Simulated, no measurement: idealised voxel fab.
Documented hereafter: the process module known as voxel capacitor over wiring.
Cross-sectional view cut (width: 150 nm; square cell size: 5 nm).
Think of the cross-section as a grid of square cells. We describe it in bands, top to bottom, and each band covers one or more rows of those cells.
Top, bottom (nm), then materials left to right with widths (nm); lone material tagged "throughout" fills the whole band edge to edge; "blank" = empty space.
A quick word on heights: they are counted from 0, and under that level the wafer as it came to us is one material throughout. The lowest band is different from the rest in having no bottom; it simply continues downward, written as in "0 -> down".
Read "30->40" as a graded width: first number on top, second number at the bottom, same change between each pair of neighbouring rows.
When a step is marked "remained unchanged", none of the cells in the cross-section changed during that step.
"Sealed voids": sealed empty spaces, 8 cells or more, no open way to top, listed width x height at distance, with distance from the left edge and width, height and distance in nm.
If you see something after the settings on a step's line, that's the simulator's own remark about that step.
overlay nm: on a step with a mask, how far right of its planned place the mask lay; negative means left.

-- plan
- 1: RECEIVE (material Si)
- 2: CONFORMAL_DEP (material SiO2; thk nm 10)
- 3: DIRECTIONAL_DEP (material TiN; thk nm 5)
- 4: DIRECTIONAL_DEP (material W; thk nm 15)
- 5: MASKED_ETCH (tone cover; mask id METAL_1; width nm 30; pitch nm 90; etch materials W; depth nm 15; overlay nm 0)
- 6: MASKED_ETCH (tone cover; mask id METAL_1; width nm 30; pitch nm 90; etch materials TiN; depth nm 5; overlay nm 0)
- 7: CONFORMAL_DEP (material SiN; thk nm 5)
- 8: FILL_DEP (material SiO2; thk nm 5)
- 9: CMP (height nm 30)
- 10: CONFORMAL_DEP (material SiCN; thk nm 5)
- 11: DIRECTIONAL_DEP (material SiO2; thk nm 10)
- 12: MASKED_ETCH (tone open; mask id PLUG_1; width nm 15; etch materials SiO2; depth nm 10; overlay nm 0)
- 13: MASKED_ETCH (tone open; mask id PLUG_1; width nm 15; etch materials SiCN; depth nm 5; overlay nm 0)
- 14: EPI (material Ru; thk nm 10)
- 15: EPI (material Ru; thk nm 5)
- 16: DIRECTIONAL_DEP (material TiN; thk nm 5)
- 17: DIRECTIONAL_DEP (material Al2O3; thk nm 5)
- 18: DIRECTIONAL_DEP (material TiN; thk nm 10)
- 19: DIRECTIONAL_DEP (material aC; thk nm 10)
- 20: PATTERN (tone cover; mask id UPPER_PLATE; material resist; width nm 65; thk nm 30; overlay nm 0)
- 21: DIRECTIONAL_ETCH (etch materials aC; depth nm 10)
- 22: STRIP (etch materials resist)
- 23: DIRECTIONAL_ETCH (etch materials TiN; depth nm 10)
- 24: DIRECTIONAL_ETCH (etch materials Al2O3; depth nm 5)
- 25: STRIP (etch materials aC)
- 26: DIRECTIONAL_DEP (material aC; thk nm 10)
- 27: PATTERN (tone cover; mask id LOWER_PLATE; material resist; width nm 75; thk nm 30; overlay nm 0)
- 28: DIRECTIONAL_ETCH (etch materials aC; depth nm 10)
- 29: STRIP (etch materials resist)
- 30: DIRECTIONAL_ETCH (etch materials TiN; depth nm 5)
- 31: STRIP (etch materials aC)
- 32: FILL_DEP (material SiO2; thk nm 20)
- 33: CMP (height nm 80)
- 34: MASKED_ETCH (tone open; mask id PLUG_2; width nm 15; etch materials SiO2; depth nm 15; overlay nm 0)
- 35: CONFORMAL_DEP (material TiN; thk nm 5)
- 36: FILL_DEP (material W; thk nm 5)
- 37: CMP (height nm 80)
- 38: CONFORMAL_DEP (material SiN; thk nm 5)

-- Shown in cross-section is the wafer as received, that is, as it stands after step 1
> 0 -> down: Si throughout
> Sealed voids: none

-- First of two wafers: cross-section at end of module, run per plan
> 85 -> 80: SiN throughout
> 80 -> 70: SiO2=40; TiN=5; W=5; TiN=5; SiO2=95
> 70 -> 65: SiO2=40; TiN=15; SiO2=95
> 65 -> 55: SiO2=30; TiN=65; SiO2=55
> 55 -> 50: SiO2=30; Al2O3=65; SiO2=55
> 50 -> 45: SiO2=25; TiN=75; SiO2=50
> 45 -> 35: SiO2=30; Ru=15; SiO2=105
> 35 -> 30: SiCN=30; Ru=15; SiCN=105
> 30 -> 15: SiO2=10; SiN=5; W=30; SiN=5; SiO2=50; SiN=5; W=30; SiN=5; SiO2=10
> 15 -> 10: SiN=15; TiN=30; SiN=60; TiN=30; SiN=15
> 10 -> 0: SiO2 throughout
> 0 -> down: Si throughout
> Sealed voids: none

-- This cross-section belongs to the second wafer of two at the end of the module; the start and the plan were shared with the first, and the run included one mistake
> 85 -> 80: SiN throughout
> 80 -> 70: SiO2=40; TiN=5; W=5; TiN=5; SiO2=95
> 70 -> 65: SiO2=40; TiN=15; SiO2=95
> 65 -> 60: SiO2 throughout
> 60 -> 55: SiO2=30; TiN=65; SiO2=55
> 55 -> 50: SiO2=30; Al2O3=65; SiO2=55
> 50 -> 45: TiN=25; SiO2=5; TiN=65; SiO2=5; TiN=50
> 45 -> 35: SiO2=30; Ru=15; SiO2=105
> 35 -> 30: SiCN=30; Ru=15; SiCN=105
> 30 -> 15: SiO2=10; SiN=5; W=30; SiN=5; SiO2=50; SiN=5; W=30; SiN=5; SiO2=10
> 15 -> 10: SiN=15; TiN=30; SiN=60; TiN=30; SiN=15
> 10 -> 0: SiO2 throughout
> 0 -> down: Si throughout
> Sealed voids: none
It is concluded that the wafer was processed incorrectly with respect to the plan, in that note that step 27 departed from the planned setting and was carried out as PATTERN (tone open; mask id LOWER_PLATE; material resist; width nm 75; thk nm 30; overlay nm 0)
At the end, the second wafer has the same number of cells of each material as the first, but those cells sit in other places.
